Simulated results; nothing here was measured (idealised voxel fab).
The following is a process module called voxel tone inversion.
The cross-section on display is named cut; it measures 275 nm wide, and its cells are 5 nm squares.
Just so we're on the same page, the cross-sections are grids of square cells, and they're listed out in bands top to bottom, each band one or more rows deep.
Band entry format. Leading values: height of top, height of bottom, nm. Remainder: materials in left-to-right order, each with its width in nm. Special words: "full width" on a single material, which then fills the band edge to edge; "air", empty space.
Height reference: 0 = level under which incoming wafer is all one material. Lowest band: no bottom, runs on downward, e.g. "0 -> down".
So if you see something like "30 to 40" for the width, read it as the top row of the band sitting at the first number and the bottom row at the second, with every row in between moving by the same amount as the last.
Reading "nothing changed" for a step: not a cell of the cross-section changed in it.
Each empty space that has no open way to the top and spans at least 8 cells appears under "Unvented cavities" as width x height at distance, the distance counted from the left edge, all in nm.
Step line, after settings: the simulator's comment on this step.
overlay nm: on a step with a mask, how far right of its planned place the mask lay; negative means left.

[Process steps - plan]
| 1 | op RECEIVE | material Si |
| 2 | op CONFORMAL_DEP | material SiN | thk nm 10 |
| 3 | op DIRECTIONAL_DEP | material polySi | thk nm 20 |
| 4 | op PATTERN | tone cover | mask id POSTS | material resist | width nm 25 | pitch nm 40 | thk nm 30 | overlay nm 0 |
| 5 | op DIRECTIONAL_ETCH | etch materials polySi | depth nm 20 |
| 6 | op STRIP | etch materials resist |
| 7 | op FILL_DEP | material lowk | thk nm 5 |
| 8 | op CMP | height nm 30 |
| 9 | op STRIP | etch materials polySi |

[Cross-section of the incoming wafer, state after step 1]
- 0 -> down = Si full width
- Unvented cavities: none

[Run as planned - first of the two wafers cross-sectioned at the end of the module]
- 30 -> 10 = lowk 85, air 25, lowk 15, air 25, lowk 15, air 25, lowk 85
- 10 -> 0 = SiN full width
- 0 -> down = Si full width
- Unvented cavities: none

[Cross-section, wafer two of two, end of module: same start and plan as wafer one, one error in execution]
- 30 -> 10 = lowk full width
- 10 -> 0 = SiN full width
- 0 -> down = Si full width
- Unvented cavities: none
Deviation noted in wafer processing: step 3 deviated from plan and actually ran as op DIRECTIONAL_DEP | material lowk | thk nm 20
In the final state, the cell counts of the second wafer exceed or fall short of those of the first for the following materials: +60 lowk
